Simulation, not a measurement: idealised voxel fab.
The document below concerns the process module designated voxel ribs on slabs.
Pictured: cross-section cut, 170 nm wide, on a grid of 5 nm square cells.
We lay out every cross-section as a grid of square cells and spell it out in bands from the top down, where one band means one or more rows of cells. Heads up on the band format: heights come first, top then bottom, in nm. After that it's the materials left to right, each with its width in nm. A single material flagged "throughout" fills the whole band edge to edge, and "blank" means there's empty space there. Heights are reckoned from 0. Under this level, the received wafer is all of one material. The bottommost band is open-ended downward, for example "top 0, no bottom". It should be noted that a width expressed as "30..40" varies in equal increments from row to row of cells within the band, taking the value of the first number at the top row and that of the second number at the bottom row. Any step labelled "remained unchanged" changed none of the cells in the cross-section. Non-vented voids: empty space of 8 cells or more with no open way to the top, each as width x height at its distance from the left edge, in nm. Text after the settings on a step's line: the simulator's own remark on that step. The "overlay nm" setting may appear on a step's line; for a step that uses a mask, it gives how far to the right of its planned position the mask lay, and a negative value indicates the left.

-- plan
1) RECEIVE with material Si
2) DIRECTIONAL_DEP with material SiO2, thk nm 30
3) DIRECTIONAL_DEP with material polySi, thk nm 25
4) MASKED_ETCH with tone cover, mask id RIB, width nm 30, etch materials polySi, depth nm 15, overlay nm 0
5) DIRECTIONAL_DEP with material aC, thk nm 10
6) PATTERN with tone cover, mask id SLAB, material resist, width nm 80, thk nm 25, overlay nm 0
7) DIRECTIONAL_ETCH with etch materials aC, depth nm 10
8) STRIP with etch materials resist
9) DIRECTIONAL_ETCH with etch materials polySi, depth nm 10
10) STRIP with etch materials aC
11) FILL_DEP with material SiO2, thk nm 15
12) CMP with height nm 65
13) DIRECTIONAL_DEP with material TiN, thk nm 10
14) PATTERN with tone cover, mask id HEATER, material resist, width nm 40, thk nm 15, overlay nm 0
15) DIRECTIONAL_ETCH with etch materials TiN, depth nm 10
16) STRIP with etch materials resist
17) CONFORMAL_DEP with material SiO2, thk nm 10

-- Cross-section of the wafer as it came to us, i.e., already through step 1
top 0, no bottom | Si throughout
Non-vented voids: none

-- Cross-sectional result after module completion. Note: starting condition and plan are unchanged from above; one processing mistake was made
top 90, bottom 80 | blank=50, SiO2=70, blank=50
top 80, bottom 75 | SiO2 throughout
top 75, bottom 65 | SiO2=65, TiN=40, SiO2=65
top 65, bottom 55 | SiO2 throughout
top 55, bottom 40 | SiO2=70, polySi=30, SiO2=70
top 40, bottom 30 | SiO2=45, polySi=80, SiO2=45
top 30, bottom 0 | SiO2 throughout
top 0, no bottom | Si throughout
Non-vented voids: none
The mistake made against the process plan was this: it should be noted that step 17 was executed with settings other than those planned, the operation and settings actually applied being CONFORMAL_DEP with material SiO2, thk nm 15
